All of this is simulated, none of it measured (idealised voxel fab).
process module | voxel fin reveal
cross-section cut | 295 nm wide | cells 5 nm
A cross-section is a grid of square cells, given in bands from the top down. A band is one or more rows of cells.
Each band's line starts with the height of the band's top and of its bottom, in nm. Then come its materials from left to right, each with its width in nm. One material with "throughout" fills the band from edge to edge. "air" is empty space.
Height 0 is the level under which the wafer as received is all one material. The lowest band goes on downwards, as in "0 down".
A width such as "30 to 40" changes by the same amount from each row of cells to the next, from the band's top row to its bottom row.
"no change" after a step means that no cell of the cross-section changed.
closed voids: empty space of 8 cells or more with no open way to the top, each as width x height at its distance from the left edge, in nm
after a step's settings: what the simulator itself notes on the step
overlay nm, on a step with a mask: how far to the right of its planned place the mask lay; to the left if negative
plan
1 op RECEIVE | material Si
2 op CONFORMAL_DEP | material SiN | thk nm 5
3 op PATTERN | tone cover | mask id FINS | material resist | width nm 15 | pitch nm 40 | thk nm 15 | overlay nm 0
4 op DIRECTIONAL_ETCH | etch materials SiN | depth nm 5
5 op DIRECTIONAL_ETCH | etch materials Si | depth nm 40
6 op STRIP | etch materials resist
7 op FILL_DEP | material SiO2 | thk nm 5
8 op CMP | height nm 5
9 op SELECTIVE_ETCH | etch materials SiO2 | depth nm 30
10 op STRIP | etch materials SiN
11 op CONFORMAL_DEP | material SiO2 | thk nm 5
as received, after step 1
  0 down: Si throughout
  closed voids: none
first wafer at the end, as planned
  5 to 0: air 75 | SiO2 25 | air 15 | SiO2 25 | air 15 | SiO2 25 | air 15 | SiO2 25 | air 75
  0 to -20: air 75 | SiO2 5 | Si 15 | SiO2 5 | air 15 | SiO2 5 | Si 15 | SiO2 5 | air 15 | SiO2 5 | Si 15 | SiO2 5 | air 15 | SiO2 5 | Si 15 | SiO2 5 | air 75
  -20 to -40: SiO2 80 | Si 15 | SiO2 25 | Si 15 | SiO2 25 | Si 15 | SiO2 25 | Si 15 | SiO2 80
  -40 down: Si throughout
  closed voids: none
second wafer at the end: like start, like plan, one mistake
  5 to 0: air 70 | SiO2 35 | air 5 | SiO2 35 | air 5 | SiO2 35 | air 5 | SiO2 35 | air 70
  0 to -20: air 70 | SiO2 5 | Si 25 | SiO2 5 | air 5 | SiO2 5 | Si 25 | SiO2 5 | air 5 | SiO2 5 | Si 25 | SiO2 5 | air 5 | SiO2 5 | Si 25 | SiO2 5 | air 70
  -20 to -40: SiO2 75 | Si 25 | SiO2 15 | Si 25 | SiO2 15 | Si 25 | SiO2 15 | Si 25 | SiO2 75
  -40 down: Si throughout
  closed voids: none
what went wrong: step 3 ran as: op PATTERN | tone cover | mask id FINS | material resist | width nm 25 | pitch nm 40 | thk nm 15 | overlay nm 0
at the end the second wafer has, in cells: 64 more of Si | 24 fewer of SiO2
